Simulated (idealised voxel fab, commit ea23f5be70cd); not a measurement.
Process module name: voxel air gaps
Xsec cut, 165 nm wide, square cell size 5 nm.
Cross-section format: a grid of square cells, given as bands from top to bottom; each band is one or more rows of cells. Heights first: top, then bottom, in nm. Then materials, left to right, each with a width in nm. "everywhere" on a single material: fills the band edge to edge. "blank": empty space. Ref level 0: as-received wafer is one material below here. Bottom band extends down with no lower bound ("top 0, no bottom"). The two numbers in a width such as "30 to 40" mark its ends across the band: the first belongs to the top row of cells, the second to the bottom row, and from each row to the next the width moves by the same amount. For the purposes of this document, the phrase "changes: none" attached to a step denotes that no cell within the cross-section was modified by that step. "Unvented voids" enumerates empty spaces isolated from the top, with no open way to it, that contain at least 8 cells, giving each as width x height at distance from the left edge, all three in nm. On a step's line, text after the settings is the simulator commenting on that step. overlay nm, on a step with a mask: how far to the right of its planned place the mask lay; to the left if negative.

Steps planned for the process
1. RECEIVE | material Si
2. CONFORMAL_DEP | material SiO2 | thk nm 15
3. CONFORMAL_DEP | material SiCN | thk nm 5
4. DIRECTIONAL_DEP | material SiO2 | thk nm 35
5. MASKED_ETCH | tone open | mask id LINES | width nm 20 | pitch nm 45 | etch materials SiO2 | depth nm 35 | overlay nm 0
6. CONFORMAL_DEP | material TiN | thk nm 5
7. FILL_DEP | material Cu | thk nm 5
8. CMP | height nm 55
9. EPI | material Ru | thk nm 10
10. SELECTIVE_ETCH | etch materials SiO2 | depth nm 45
11. CONFORMAL_DEP | material SiCN | thk nm 5

Wafer cross-section on receipt, i.e. after step 1
	top 0, no bottom: Si everywhere
	Unvented voids: none

First of two wafers at the end of the module, shown in cross-section; run carried out as planned
	top 70, bottom 65: 10 blank  140 SiCN  15 blank
	top 65, bottom 55: 10 blank  5 SiCN  40 Ru  5 SiCN  40 Ru  5 SiCN  40 Ru  5 SiCN  15 blank
	top 55, bottom 50: 10 blank  15 SiCN  5 TiN  10 Cu  5 TiN  25 SiCN  5 TiN  10 Cu  5 TiN  25 SiCN  5 TiN  10 Cu  5 TiN  15 SiCN  15 blank
	top 50, bottom 25: 20 blank  5 SiCN  5 TiN  10 Cu  5 TiN  5 SiCN  15 blank  5 SiCN  5 TiN  10 Cu  5 TiN  5 SiCN  15 blank  5 SiCN  5 TiN  10 Cu  5 TiN  5 SiCN  25 blank
	top 25, bottom 20: 25 SiCN  20 TiN  25 SiCN  20 TiN  25 SiCN  20 TiN  30 SiCN
	top 20, bottom 15: SiCN everywhere
	top 15, bottom 0: SiO2 everywhere
	top 0, no bottom: Si everywhere
	Unvented voids: 15 x 25 at 50; 15 x 25 at 95

End of module, second wafer, cross-section. Started like the first, planned like the first, run with one mistake
	top 70, bottom 65: 20 blank  140 SiCN  5 blank
	top 65, bottom 55: 20 blank  5 SiCN  40 Ru  5 SiCN  40 Ru  5 SiCN  40 Ru  5 SiCN  5 blank
	top 55, bottom 50: 20 blank  15 SiCN  5 TiN  10 Cu  5 TiN  25 SiCN  5 TiN  10 Cu  5 TiN  25 SiCN  5 TiN  10 Cu  5 TiN  15 SiCN  5 blank
	top 50, bottom 25: 30 blank  5 SiCN  5 TiN  10 Cu  5 TiN  5 SiCN  15 blank  5 SiCN  5 TiN  10 Cu  5 TiN  5 SiCN  15 blank  5 SiCN  5 TiN  10 Cu  5 TiN  5 SiCN  15 blank
	top 25, bottom 20: 35 SiCN  20 TiN  25 SiCN  20 TiN  25 SiCN  20 TiN  20 SiCN
	top 20, bottom 15: SiCN everywhere
	top 15, bottom 0: SiO2 everywhere
	top 0, no bottom: Si everywhere
	Unvented voids: 15 x 25 at 60; 15 x 25 at 105
Deviation noted in wafer processing: off-plan run, step 5, actual operation and settings MASKED_ETCH | tone open | mask id LINES | width nm 20 | pitch nm 45 | etch materials SiO2 | depth nm 35 | overlay nm 10
By the end, you'd get the same cell count for each material on either wafer, but the second wafer puts them somewhere else.
